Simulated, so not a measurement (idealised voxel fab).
Process module under the name voxel gate over fins
Xsec cut, 240 nm wide, square cell size 5 nm.
Just so we're on the same page, the cross-sections are grids of square cells, and they're listed out in bands top to bottom, each band one or more rows deep. Read a band's entry like this: the first values are the height of its top and the height of its bottom in nm, and what follows is the sequence of materials from left to right, each with its width in nm. Note that "blank" is empty space, and that a single material marked "all across" reaches across the band from edge to edge. Ref level 0: as-received wafer is one material below here. Bottom band extends down with no lower bound ("0 nm and below"). The notation "30->40" denotes a width that varies across the rows of cells in the band, beginning at the first number in the top row, finishing at the second number in the bottom row, and changing by an identical amount from each row to the next. "nothing got changed", as given for a step, is the statement that not any cell of the cross-section underwent a change during that step. "Enclosed internal cavities" - sealed voids, min. 8 cells, no opening to top; format: width x height at distance (distance from left edge; nm throughout). after a step's settings: what the simulator itself notes on the step. Each step line may optionally specify "overlay nm", which for a step with a mask gives the rightward distance between the mask's planned place and where it lay, a negative value indicating the leftward direction.

Intended process steps
| 1 | RECEIVE, material Si |
| 2 | CONFORMAL_DEP, material SiN, thk nm 5 |
| 3 | PATTERN, tone cover, mask id FINS, material resist, width nm 15, pitch nm 60, thk nm 20, overlay nm 0 |
| 4 | DIRECTIONAL_ETCH, etch materials SiN, depth nm 5 |
| 5 | DIRECTIONAL_ETCH, etch materials Si, depth nm 35 |
| 6 | STRIP, etch materials resist |
| 7 | OXIDIZE, depth nm 5 |
| 8 | FILL_DEP, material SiO2, thk nm 15 |
| 9 | CMP, height nm 5 |
| 10 | MASKED_ETCH, tone open, mask id RAIL, width nm 15, etch materials SiO2, depth nm 35, overlay nm 0 |
| 11 | CONFORMAL_DEP, material TiN, thk nm 5 |
| 12 | FILL_DEP, material W, thk nm 5 |
| 13 | CMP, height nm 5 |
| 14 | SELECTIVE_ETCH, etch materials W Ru TiN, depth nm 30 |
| 15 | FILL_DEP, material SiO2, thk nm 5 |
| 16 | CMP, height nm 5 |
| 17 | SELECTIVE_ETCH, etch materials SiO2, depth nm 20 |
| 18 | STRIP, etch materials SiN |
| 19 | CONFORMAL_DEP, material HfO2, thk nm 5 |
| 20 | CONFORMAL_DEP, material TiN, thk nm 5 |
| 21 | CONFORMAL_DEP, material TiAl, thk nm 5 |
| 22 | CONFORMAL_DEP, material TiN, thk nm 5 |
| 23 | FILL_DEP, material W, thk nm 15 |
| 24 | CMP, height nm 30 |
| 25 | CONFORMAL_DEP, material SiCN, thk nm 5 |

Here's what the wafer looked like in cross-section when it arrived - that's after step 1
	0 nm and below = Si all across
	Enclosed internal cavities: none

Post-module cross-section of the first of two wafers (run per plan)
	35 nm to 30 nm = SiCN all across
	30 nm to 20 nm = W all across
	20 nm to 15 nm = W 65 nm; TiN 45 nm; W 15 nm; TiN 45 nm; W 70 nm
	15 nm to 10 nm = W 65 nm; TiN 5 nm; TiAl 35 nm; TiN 5 nm; W 15 nm; TiN 5 nm; TiAl 35 nm; TiN 5 nm; W 70 nm
	10 nm to 5 nm = W 65 nm; TiN 5 nm; TiAl 5 nm; TiN 25 nm; TiAl 5 nm; TiN 5 nm; W 15 nm; TiN 5 nm; TiAl 5 nm; TiN 25 nm; TiAl 5 nm; TiN 5 nm; W 70 nm
	5 nm to 0 nm = TiN 70 nm; TiAl 5 nm; TiN 5 nm; HfO2 15 nm; TiN 5 nm; TiAl 5 nm; TiN 25 nm; TiAl 5 nm; TiN 5 nm; HfO2 15 nm; TiN 5 nm; TiAl 5 nm; TiN 75 nm
	0 nm to -5 nm = TiAl 75 nm; TiN 5 nm; HfO2 5 nm; Si 5 nm; HfO2 5 nm; TiN 5 nm; TiAl 35 nm; TiN 5 nm; HfO2 5 nm; Si 5 nm; HfO2 5 nm; TiN 5 nm; TiAl 80 nm
	-5 nm to -10 nm = TiN 80 nm; HfO2 5 nm; Si 5 nm; HfO2 5 nm; TiN 45 nm; HfO2 5 nm; Si 5 nm; HfO2 5 nm; TiN 85 nm
	-10 nm to -15 nm = HfO2 85 nm; Si 5 nm; HfO2 55 nm; Si 5 nm; HfO2 90 nm
	-15 nm to -25 nm = SiO2 85 nm; Si 5 nm; SiO2 55 nm; Si 5 nm; SiO2 90 nm
	-25 nm to -30 nm = SiO2 85 nm; Si 5 nm; SiO2 20 nm; TiN 15 nm; SiO2 20 nm; Si 5 nm; SiO2 90 nm
	-30 nm to -40 nm = SiO2 85 nm; Si 5 nm; SiO2 55 nm; Si 5 nm; SiO2 90 nm
	-40 nm and below = Si all across
	Enclosed internal cavities: none

Wafer two cross-section, module end. Start and plan unchanged from wafer one; one mistake made during the run
	35 nm to 30 nm = SiCN all across
	30 nm to 20 nm = W all across
	20 nm to 15 nm = W 65 nm; TiN 45 nm; W 15 nm; TiN 45 nm; W 70 nm
	15 nm to 10 nm = W 65 nm; TiN 5 nm; TiAl 35 nm; TiN 5 nm; W 15 nm; TiN 5 nm; TiAl 35 nm; TiN 5 nm; W 70 nm
	10 nm to 5 nm = W 65 nm; TiN 5 nm; TiAl 5 nm; TiN 25 nm; TiAl 5 nm; TiN 5 nm; W 15 nm; TiN 5 nm; TiAl 5 nm; TiN 25 nm; TiAl 5 nm; TiN 5 nm; W 70 nm
	5 nm to 0 nm = TiN 70 nm; TiAl 5 nm; TiN 5 nm; HfO2 15 nm; TiN 5 nm; TiAl 5 nm; TiN 25 nm; TiAl 5 nm; TiN 5 nm; HfO2 15 nm; TiN 5 nm; TiAl 5 nm; TiN 75 nm
	0 nm to -5 nm = TiAl 75 nm; TiN 5 nm; HfO2 5 nm; Si 5 nm; HfO2 5 nm; TiN 5 nm; TiAl 35 nm; TiN 5 nm; HfO2 5 nm; Si 5 nm; HfO2 5 nm; TiN 5 nm; TiAl 80 nm
	-5 nm to -10 nm = TiN 80 nm; HfO2 5 nm; Si 5 nm; HfO2 5 nm; TiN 45 nm; HfO2 5 nm; Si 5 nm; HfO2 5 nm; TiN 85 nm
	-10 nm to -15 nm = HfO2 85 nm; Si 5 nm; HfO2 55 nm; Si 5 nm; HfO2 90 nm
	-15 nm to -25 nm = SiO2 85 nm; Si 5 nm; SiO2 55 nm; Si 5 nm; SiO2 90 nm
	-25 nm to -30 nm = TiN 80 nm; SiO2 5 nm; Si 5 nm; SiO2 5 nm; TiN 15 nm; SiO2 15 nm; TiN 15 nm; SiO2 5 nm; Si 5 nm; SiO2 5 nm; TiN 85 nm
	-30 nm to -40 nm = SiO2 85 nm; Si 5 nm; SiO2 55 nm; Si 5 nm; SiO2 90 nm
	-40 nm and below = Si all across
	Enclosed internal cavities: none
So what did we get wrong on this run? rather than as planned, step 10 actually ran as MASKED_ETCH, tone cover, mask id RAIL, width nm 15, etch materials SiO2, depth nm 35, overlay nm 0
Heads up, by the end the second wafer has more or fewer cells of some materials compared to the first: 36 fewer of SiO2 | 36 more of TiN
